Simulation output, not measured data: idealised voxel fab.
The process module presented herein is designated voxel lift off.
The cross-section on display is named cut; it measures 155 nm wide, and its cells are 5 nm squares.
Cross-sections here: square-cell grids, written as top-down lists of bands, a band being one or more rows of cells.
This entry defines a band. It first specifies the height of the band's top and the height of its bottom in nm, and then specifies the band's materials from left to right, stating each material with its width in nm. The word "all across" identifies a single material that fills the band from edge to edge, while the word "blank" identifies empty space.
Height is counted from the level 0, under which the received wafer is composed throughout of one material. The lowest of the bands is not closed at the bottom but continues downward, in the notation "0 and below".
The expression "30 to 40" gives the width at the extremes of the band, the first number at its top row of cells and the second at its bottom row, with the width changing by equal amounts from each row to the next in between.
Key: "everything unchanged" - step with no changed cell in the cross-section.
"Sealed void list" contains a list of empty spaces, each no smaller than 8 cells and without an open way to the top, written in the form width x height at distance with the distance from the left edge and all three in nm.
Text after the settings on a step's line: the simulator's own remark on that step.
overlay nm: mask right of planned place by this much (step with mask). Neg. = left.
## Process steps (planned)
1: RECEIVE [material Si]
2: CONFORMAL_DEP [material Al2O3] [thk nm 15]
3: PATTERN [tone open] [mask id LINES] [material resist] [width nm 15] [pitch nm 40] [thk nm 25] [overlay nm 0]
4: DIRECTIONAL_DEP [material Ru] [thk nm 15]
5: STRIP [etch materials resist]
6: CONFORMAL_DEP [material SiO2] [thk nm 5]
## Wafer cross-section on receipt, i.e. after step 1
    0 and below: Si all across
    Sealed void list: none
## Cross-sectional result after module completion. Note: starting condition and plan are unchanged from above; one processing mistake was made
    40 down to 35: blank: 25, SiO2: 25, blank: 15, SiO2: 25, blank: 15, SiO2: 25, blank: 25
    35 down to 25: blank: 25, SiO2: 5, Ru: 15, SiO2: 5, blank: 15, SiO2: 5, Ru: 15, SiO2: 5, blank: 15, SiO2: 5, Ru: 15, SiO2: 5, blank: 25
    25 down to 20: SiO2: 30, Ru: 15, SiO2: 25, Ru: 15, SiO2: 25, Ru: 15, SiO2: 30
    20 down to 0: Al2O3 all across
    0 and below: Si all across
    Sealed void list: none
Error vs. plan: step 2: run off-plan, actual operation and settings CONFORMAL_DEP [material Al2O3] [thk nm 20]
